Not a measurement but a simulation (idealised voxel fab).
The document below concerns the process module designated voxel tone inversion.
Shown is cross-section cut, with a width of 285 nm and square cells of size 5 nm.
Throughout this document, each cross-section is represented as a grid of square cells and is presented as a sequence of bands enumerated from the top downward, where a band comprises one or more rows of cells.
Per band: top height and bottom height in nm, followed by the left-to-right materials and their widths in nm; "everywhere" marks a single material spanning edge to edge, "blank" marks empty space.
Heights are measured from 0, the level below which the as-received wafer is all one material; the lowest band has no bottom and continues downward, written as in "0..down".
The two numbers in a width such as "30 to 40" mark its ends across the band: the first belongs to the top row of cells, the second to the bottom row, and from each row to the next the width moves by the same amount.
Step note "no change" = no cross-section cell changed.
The label "Tabulated closed voids" introduces a list of the empty spaces, 8 cells or larger, that have no open way up to the top; each entry in it reads width x height at distance, where the distance is taken from the left edge and all three are stated in nm.
Post-settings text on a step line: simulator's own remark regarding the step.
overlay nm: mask right of planned place by this much (step with mask). Neg. = left.
The planned process steps are enumerated hereunder
step 1: RECEIVE | material Si
step 2: CONFORMAL_DEP | material SiCN | thk nm 5
step 3: DIRECTIONAL_DEP | material aC | thk nm 20
step 4: PATTERN | tone cover | mask id POSTS | material resist | width nm 25 | pitch nm 50 | thk nm 30 | overlay nm 0
step 5: DIRECTIONAL_ETCH | etch materials aC | depth nm 20
step 6: STRIP | etch materials resist
step 7: FILL_DEP | material lowk | thk nm 10
step 8: CMP | height nm 25
step 9: STRIP | etch materials aC
step 10: CONFORMAL_DEP | material TiN | thk nm 5
step 11: FILL_DEP | material Ru | thk nm 10
step 12: CMP | height nm 25
step 13: CONFORMAL_DEP | material SiCN | thk nm 5
As-received state of the wafer in cross-section, equivalent to post-step 1
* 0..down = Si everywhere
* Tabulated closed voids: none
As-planned run: cross-section of the first of two wafers at end of module
* 30..25 = SiCN everywhere
* 25..10 = lowk: 80, then TiN: 5, then Ru: 15, then TiN: 5, then lowk: 25, then TiN: 5, then Ru: 15, then TiN: 5, then lowk: 25, then TiN: 5, then Ru: 15, then TiN: 5, then lowk: 80
* 10..5 = lowk: 80, then TiN: 25, then lowk: 25, then TiN: 25, then lowk: 25, then TiN: 25, then lowk: 80
* 5..0 = SiCN everywhere
* 0..down = Si everywhere
* Tabulated closed voids: none
So this is wafer number two of the two, cut at the end of the module - it started where the first did and had the same plan, we just got one thing wrong running it
* 30..25 = SiCN everywhere
* 25..10 = lowk: 85, then TiN: 5, then Ru: 10, then TiN: 5, then lowk: 30, then TiN: 5, then Ru: 10, then TiN: 5, then lowk: 30, then TiN: 5, then Ru: 10, then TiN: 5, then lowk: 80
* 10..5 = lowk: 85, then TiN: 20, then lowk: 30, then TiN: 20, then lowk: 30, then TiN: 20, then lowk: 80
* 5..0 = SiCN everywhere
* 0..down = Si everywhere
* Tabulated closed voids: none
Where did the run depart from the plan? step 4 was run on a setting that differed from the plan, and what really ran there is PATTERN | tone cover | mask id POSTS | material resist | width nm 20 | pitch nm 50 | thk nm 30 | overlay nm 0
Count the cells at the end and the second wafer has more or fewer of some materials than the first: -9 Ru, -3 TiN, +12 lowk
